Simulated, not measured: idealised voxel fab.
process module | voxel self aligned contacts
Pictured: cross-section cut, 260 nm wide, on a grid of 5 nm square cells.
Throughout this document, each cross-section is represented as a grid of square cells and is presented as a sequence of bands enumerated from the top downward, where a band comprises one or more rows of cells. A band entry consists of two parts. The first gives the height of the band's top and the height of its bottom, in nm. The rest lists the band's materials from left to right, each with its width in nm. A single material labelled with the word "full width" fills the band from edge to edge, and the word "empty" marks empty space. For the purposes of this specification, 0 denotes the height below which the wafer in its as-received condition is composed wholly of one material, and the lowermost band, lacking a lower limit, extends downward without end, as expressed in "top 0, no bottom". With a width like "30->40", each row of cells in the band differs from the next by the same amount, the top row carrying the first number and the bottom row the second. Where a step carries "same as before", the cross-section came out of it unchanged, cell for cell. The list in "Tabulated closed voids" covers empty spaces of 8 cells or more that cannot reach the top through any open way, and it gives each as width x height at distance; the distance is from the left edge, and width, height and distance are in nm. after a step's settings: what the simulator itself notes on the step. overlay nm: mask offset rightward from planned place, masked step; negative means leftward offset.

STEPS IN THE PROCESS PLAN
1: RECEIVE, material Si
2: OXIDIZE, depth nm 5
3: DIRECTIONAL_DEP, material polySi, thk nm 30
4: DIRECTIONAL_DEP, material SiN, thk nm 15
5: DIRECTIONAL_DEP, material aC, thk nm 10
6: PATTERN, tone cover, mask id GATE, material resist, width nm 30, pitch nm 55, thk nm 30, overlay nm 0
7: DIRECTIONAL_ETCH, etch materials aC, depth nm 10
8: STRIP, etch materials resist
9: DIRECTIONAL_ETCH, etch materials SiN, depth nm 15
10: DIRECTIONAL_ETCH, etch materials polySi, depth nm 30
11: STRIP, etch materials aC
12: CONFORMAL_DEP, material SiN, thk nm 5
13: DIRECTIONAL_ETCH, etch materials SiN, depth nm 5
14: FILL_DEP, material SiO2, thk nm 15
15: CMP, height nm 50
16: MASKED_ETCH, tone open, mask id CONTACT, width nm 35, etch materials SiO2, depth nm 55, overlay nm 0
17: CONFORMAL_DEP, material TiN, thk nm 5
18: FILL_DEP, material Ru, thk nm 5
19: CMP, height nm 40
20: CONFORMAL_DEP, material SiN, thk nm 5
The wafers in this document start out alike and differ in the height nm applied at step 19; the plan shows the value used for the first wafer.

CROSS-SECTION OF THE FIRST OF SEVERAL RECEIVED WAFERS, SHOWING ITS STATE AFTER STEP 1
    top 0, no bottom = Si full width
    Tabulated closed voids: none

WAFER ROWS, END OF MODULE: CELLS PER MATERIAL GAINED (+) OR LOST (-) SINCE RECEIPT; CLOSED VOIDS LAST
height nm 40, +8 Ru, -52 Si, +108 SiN, +313 SiO2, +19 TiN, +72 polySi, Tabulated closed voids: none
height nm 45, +9 Ru, -52 Si, +124 SiN, +346 SiO2, +21 TiN, +72 polySi, Tabulated closed voids: none
height nm 50, +10 Ru, -52 Si, +124 SiN, +391 SiO2, +27 TiN, +72 polySi, Tabulated closed voids: none
height nm 55, +15 Ru, -52 Si, +124 SiN, +391 SiO2, +74 TiN, +72 polySi, Tabulated closed voids: none
height nm 60, +67 Ru, -52 Si, +124 SiN, +391 SiO2, +74 TiN, +72 polySi, Tabulated closed voids: none
